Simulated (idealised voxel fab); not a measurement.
process module | voxel wiring stack
cross-section cut | 240 nm wide | cells 5 nm
A cross-section is a grid of square cells, given in bands from the top down. A band is one or more rows of cells.
Each band's line starts with the height of the band's top and of its bottom, in nm. Then come its materials from left to right, each with its width in nm. One material with "throughout" fills the band from edge to edge. "air" is empty space.
Height 0 is the level under which the wafer as received is all one material. The lowest band goes on downwards, as in "0 down".
A width such as "30 to 40" changes by the same amount from each row of cells to the next, from the band's top row to its bottom row.
"no change" after a step means that no cell of the cross-section changed.
closed voids: empty space of 8 cells or more with no open way to the top, each as width x height at its distance from the left edge, in nm
after a step's settings: what the simulator itself notes on the step
overlay nm, on a step with a mask: how far to the right of its planned place the mask lay; to the left if negative
plan
1 op RECEIVE | material Si
2 op CONFORMAL_DEP | material SiO2 | thk nm 10
3 op CONFORMAL_DEP | material SiN | thk nm 5
4 op DIRECTIONAL_DEP | material lowk | thk nm 15
5 op MASKED_ETCH | tone open | mask id METAL_1 | width nm 30 | pitch nm 45 | etch materials lowk | depth nm 15 | overlay nm 0
6 op MASKED_ETCH | tone open | mask id METAL_1 | width nm 30 | pitch nm 45 | etch materials SiN | depth nm 5 | overlay nm 0
7 op CONFORMAL_DEP | material TiN | thk nm 5
8 op FILL_DEP | material Cu | thk nm 5
9 op CMP | height nm 30
10 op CONFORMAL_DEP | material SiCN | thk nm 5
11 op DIRECTIONAL_DEP | material SiO2 | thk nm 10
12 op PATTERN | tone open | mask id PLUG_1 | material resist | width nm 15 | pitch nm 45 | thk nm 20 | overlay nm 0
13 op DIRECTIONAL_ETCH | etch materials SiO2 | depth nm 10
14 op DIRECTIONAL_ETCH | etch materials SiCN | depth nm 5
15 op STRIP | etch materials resist
16 op CONFORMAL_DEP | material TiN | thk nm 5
17 op FILL_DEP | material W | thk nm 5
18 op CMP | height nm 45
19 op DIRECTIONAL_DEP | material TiN | thk nm 5
20 op DIRECTIONAL_DEP | material W | thk nm 15
21 op PATTERN | tone cover | mask id METAL_2 | material resist | width nm 30 | pitch nm 45 | thk nm 20 | overlay nm 0
22 op DIRECTIONAL_ETCH | etch materials W | depth nm 15
23 op DIRECTIONAL_ETCH | etch materials TiN | depth nm 5
24 op STRIP | etch materials resist
25 op FILL_DEP | material lowk | thk nm 10
26 op CMP | height nm 65
27 op CONFORMAL_DEP | material SiCN | thk nm 5
28 op DIRECTIONAL_DEP | material lowk | thk nm 10
29 op PATTERN | tone open | mask id PLUG_2 | material resist | width nm 15 | pitch nm 90 | thk nm 15 | overlay nm 0
30 op DIRECTIONAL_ETCH | etch materials lowk | depth nm 10
31 op DIRECTIONAL_ETCH | etch materials SiCN | depth nm 5
32 op STRIP | etch materials resist
33 op EPI | material Ru | thk nm 10
34 op EPI | material Ru | thk nm 5
35 op CONFORMAL_DEP | material SiCN | thk nm 5
36 op DIRECTIONAL_DEP | material SiO2 | thk nm 20
37 op MASKED_ETCH | tone open | mask id METAL_3 | width nm 30 | pitch nm 45 | etch materials SiO2 | depth nm 20 | overlay nm 0
38 op MASKED_ETCH | tone open | mask id METAL_3 | width nm 30 | pitch nm 45 | etch materials SiCN | depth nm 5 | overlay nm 0
39 op CONFORMAL_DEP | material TiN | thk nm 5
40 op FILL_DEP | material Cu | thk nm 10
41 op CMP | height nm 105
42 op CONFORMAL_DEP | material SiCN | thk nm 5
43 op DIRECTIONAL_DEP | material lowk | thk nm 35
44 op MASKED_ETCH | tone open | mask id METAL_4 | width nm 30 | pitch nm 45 | etch materials lowk | depth nm 20 | overlay nm 0
45 op MASKED_ETCH | tone open | mask id METAL_4_HOLES | width nm 15 | pitch nm 45 | etch materials lowk | depth nm 15 | overlay nm 0
46 op MASKED_ETCH | tone open | mask id METAL_4_HOLES | width nm 15 | pitch nm 45 | etch materials SiCN | depth nm 5 | overlay nm 0
47 op CONFORMAL_DEP | material TiN | thk nm 5
48 op FILL_DEP | material Cu | thk nm 5
49 op CMP | height nm 145
50 op CONFORMAL_DEP | material SiN | thk nm 5
as received, after step 1
  0 down: Si throughout
  closed voids: none
a wafer at the end: this start, this plan, one mistake
  150 to 145: SiN throughout
  145 to 130: lowk 60 | TiN 5 | Cu 20 | TiN 5 | lowk 15 | TiN 5 | Cu 20 | TiN 5 | lowk 15 | TiN 5 | Cu 20 | TiN 5 | lowk 60
  130 to 125: lowk 60 | TiN 5 | Cu 5 | TiN 20 | lowk 15 | TiN 5 | Cu 5 | TiN 20 | lowk 15 | TiN 5 | Cu 5 | TiN 20 | lowk 60
  125 to 110: lowk 60 | TiN 5 | Cu 5 | TiN 5 | lowk 30 | TiN 5 | Cu 5 | TiN 5 | lowk 30 | TiN 5 | Cu 5 | TiN 5 | lowk 75
  110 to 105: SiCN 60 | TiN 15 | SiCN 30 | TiN 15 | SiCN 30 | TiN 15 | SiCN 75
  105 to 85: SiO2 60 | TiN 5 | Cu 20 | TiN 5 | SiO2 15 | TiN 5 | Cu 20 | TiN 5 | SiO2 15 | TiN 5 | Cu 20 | TiN 5 | SiO2 60
  85 to 80: SiCN 60 | TiN 30 | SiCN 15 | TiN 30 | SiCN 15 | TiN 30 | SiCN 60
  80 to 70: lowk 60 | Ru 15 | lowk 75 | Ru 15 | lowk 75
  70 to 65: SiCN 60 | Ru 15 | SiCN 75 | Ru 15 | SiCN 75
  65 to 50: lowk 65 | W 30 | lowk 15 | W 30 | lowk 15 | W 30 | lowk 55
  50 to 45: lowk 65 | TiN 30 | lowk 15 | TiN 30 | lowk 15 | TiN 30 | lowk 55
  45 to 35: SiO2 60 | TiN 5 | W 5 | TiN 5 | SiO2 30 | TiN 5 | W 5 | TiN 5 | SiO2 30 | TiN 5 | W 5 | TiN 5 | SiO2 75
  35 to 30: SiCN 60 | TiN 15 | SiCN 30 | TiN 15 | SiCN 30 | TiN 15 | SiCN 75
  30 to 15: lowk 60 | TiN 5 | Cu 20 | TiN 5 | lowk 15 | TiN 5 | Cu 20 | TiN 5 | lowk 15 | TiN 5 | Cu 20 | TiN 5 | lowk 60
  15 to 10: SiN 60 | TiN 30 | SiN 15 | TiN 30 | SiN 15 | TiN 30 | SiN 60
  10 to 0: SiO2 throughout
  0 down: Si throughout
  closed voids: none
what went wrong: step 21 ran as: op PATTERN | tone cover | mask id METAL_2 | material resist | width nm 30 | pitch nm 45 | thk nm 20 | overlay nm 5
